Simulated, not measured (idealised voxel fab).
process module | voxel tone inversion
cross-section cut | 275 nm wide | cells 5 nm
A cross-section is a grid of square cells, given in bands from the top down. A band is one or more rows of cells.
Each band's line starts with the height of the band's top and of its bottom, in nm. Then come its materials from left to right, each with its width in nm. One material with "throughout" fills the band from edge to edge. "air" is empty space.
Height 0 is the level under which the wafer as received is all one material. The lowest band goes on downwards, as in "0 down".
A width such as "30 to 40" changes by the same amount from each row of cells to the next, from the band's top row to its bottom row.
"no change" after a step means that no cell of the cross-section changed.
closed voids: empty space of 8 cells or more with no open way to the top, each as width x height at its distance from the left edge, in nm
after a step's settings: what the simulator itself notes on the step
overlay nm, on a step with a mask: how far to the right of its planned place the mask lay; to the left if negative
plan
1 op RECEIVE | material Si
2 op CONFORMAL_DEP | material SiN | thk nm 10
3 op DIRECTIONAL_DEP | material aC | thk nm 15
4 op PATTERN | tone cover | mask id POSTS | material resist | width nm 25 | pitch nm 45 | thk nm 20 | overlay nm 0
5 op DIRECTIONAL_ETCH | etch materials aC | depth nm 15
6 op STRIP | etch materials resist
7 op FILL_DEP | material SiO2 | thk nm 5
8 op CMP | height nm 25
9 op STRIP | etch materials aC
10 op CONFORMAL_DEP | material TiN | thk nm 5
11 op FILL_DEP | material Cu | thk nm 5
12 op CMP | height nm 25
13 op CONFORMAL_DEP | material SiN | thk nm 5
as received, after step 1
  0 down: Si throughout
  closed voids: none
a wafer at the end: this start, this plan, one mistake
  30 to 25: SiN throughout
  25 to 20: Cu throughout
  20 to 15: TiN 60 | Cu 15 | TiN 30 | Cu 15 | TiN 30 | Cu 15 | TiN 30 | Cu 15 | TiN 65
  15 to 10: SiO2 55 | TiN 25 | SiO2 20 | TiN 25 | SiO2 20 | TiN 25 | SiO2 20 | TiN 25 | SiO2 60
  10 to 0: SiN throughout
  0 down: Si throughout
  closed voids: none
what went wrong: step 8 ran as: op CMP | height nm 15
